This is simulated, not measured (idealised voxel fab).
The name of this process module is voxel self aligned contacts.
Shown is cross-section cut, with a width of 200 nm and square cells of size 5 nm.
Square cells in a grid make up a cross-section in this document, and the grid is given as bands, listed from the top down, each one or more rows of cells.
Within each band entry, the heights of the top and of the bottom of the band appear first, in that order and in nm; the materials of the band then follow from left to right, each with its corresponding width in nm. The designation "edge to edge" on a single material indicates that it fills the band from edge to edge; the designation "empty" indicates empty space.
Convention: height 0 is the level below which the wafer, as received, is all one material. The lowest band does not terminate at the bottom but continues downward, represented as "0..down".
The notation "30..40" denotes a width that varies across the rows of cells in the band, beginning at the first number in the top row, finishing at the second number in the bottom row, and changing by an identical amount from each row to the next.
Given "nothing got changed" for a step, no cell of the cross-section differs between before and after that step.
"Voids, enclosed" lists enclosed empty spaces (at least 8 cells, no open path upward to the top), each as width x height at distance from the left edge, in nm.
That trailing text on a step's line, after the settings, is the simulator's own remark on the step.
overlay nm: for a step with a mask, the amount by which the mask lay right of where it was planned; a negative amount means left of it.
Below is the list of planned process steps
1. RECEIVE | material Si
2. OXIDIZE | depth nm 5
3. DIRECTIONAL_DEP | material polySi | thk nm 30
4. DIRECTIONAL_DEP | material SiN | thk nm 20
5. MASKED_ETCH | tone cover | mask id GATE | width nm 30 | pitch nm 65 | etch materials SiN | depth nm 20 | overlay nm 0
6. MASKED_ETCH | tone cover | mask id GATE | width nm 30 | pitch nm 65 | etch materials polySi | depth nm 30 | overlay nm 0
7. CONFORMAL_DEP | material SiN | thk nm 10
8. DIRECTIONAL_ETCH | etch materials SiN | depth nm 10
9. FILL_DEP | material SiO2 | thk nm 20
10. CMP | height nm 60
11. PATTERN | tone open | mask id CONTACT | material resist | width nm 45 | thk nm 20 | overlay nm 0
12. DIRECTIONAL_ETCH | etch materials SiO2 | depth nm 55
13. STRIP | etch materials resist
14. CONFORMAL_DEP | material TiN | thk nm 5
15. FILL_DEP | material W | thk nm 10
16. CMP | height nm 60
17. CONFORMAL_DEP | material SiN | thk nm 5
All wafers enter the flow in the same state. The depth nm at step 12 differs from wafer to wafer, and the plan gives the value for the first wafer.
This is how the first of several wafers looked in cross-section when it arrived, which is after step 1
0..down | Si edge to edge
Voids, enclosed: none
Cross-section of the first of several wafers, taken after step 17, where the module ends
65..60 | SiN edge to edge
60..50 | 75 of SiO2, 5..20 of TiN, 35..5 of W, 5..20 of TiN, 80 of SiO2
50..30 | 40 of SiO2, 50 of SiN, 5 of TiN, 5 of W, 5 of TiN, 50 of SiN, 45 of SiO2
30..10 | 40 of SiO2, 10 of SiN, 30 of polySi, 10 of SiN, 5 of TiN, 5 of W, 5 of TiN, 10 of SiN, 30 of polySi, 10 of SiN, 45 of SiO2
10..5 | 40 of SiO2, 10 of SiN, 30 of polySi, 10 of SiN, 15 of TiN, 10 of SiN, 30 of polySi, 10 of SiN, 45 of SiO2
5..0 | 40 of SiO2, 10 of SiN, 30 of polySi, 10 of SiN, 15 of SiO2, 10 of SiN, 30 of polySi, 10 of SiN, 45 of SiO2
0..-5 | SiO2 edge to edge
-5..down | Si edge to edge
Voids, enclosed: none
At the end of the module, the last of several wafers in cross-section
65..60 | SiN edge to edge
60..50 | 75 of SiO2, 5..20 of TiN, 35..5 of W, 5..20 of TiN, 80 of SiO2
50..30 | 40 of SiO2, 50 of SiN, 5 of TiN, 5 of W, 5 of TiN, 50 of SiN, 45 of SiO2
30..0 | 40 of SiO2, 10 of SiN, 30 of polySi, 10 of SiN, 5 of TiN, 5 of W, 5 of TiN, 10 of SiN, 30 of polySi, 10 of SiN, 45 of SiO2
0..-5 | 90 of SiO2, 15 of TiN, 95 of SiO2
-5..down | Si edge to edge
Voids, enclosed: none
So in this table every wafer gets its own row, and what you see is where it stands at the end of the module: for each material, how many cells it picked up (+) or gave up (-) since we received it, and after that its closed voids
depth nm 55 | -40 Si | +168 SiN | +275 SiO2 | +29 TiN | +16 W | +72 polySi | Voids, enclosed: none
depth nm 60 | -40 Si | +168 SiN | +272 SiO2 | +31 TiN | +17 W | +72 polySi | Voids, enclosed: none
depth nm 65 | -40 Si | +168 SiN | +269 SiO2 | +33 TiN | +18 W | +72 polySi | Voids, enclosed: none
depth nm 70 | -40 Si | +168 SiN | +269 SiO2 | +33 TiN | +18 W | +72 polySi | Voids, enclosed: none
depth nm 75 | -40 Si | +168 SiN | +269 SiO2 | +33 TiN | +18 W | +72 polySi | Voids, enclosed: none
depth nm 80 | -40 Si | +168 SiN | +269 SiO2 | +33 TiN | +18 W | +72 polySi | Voids, enclosed: none
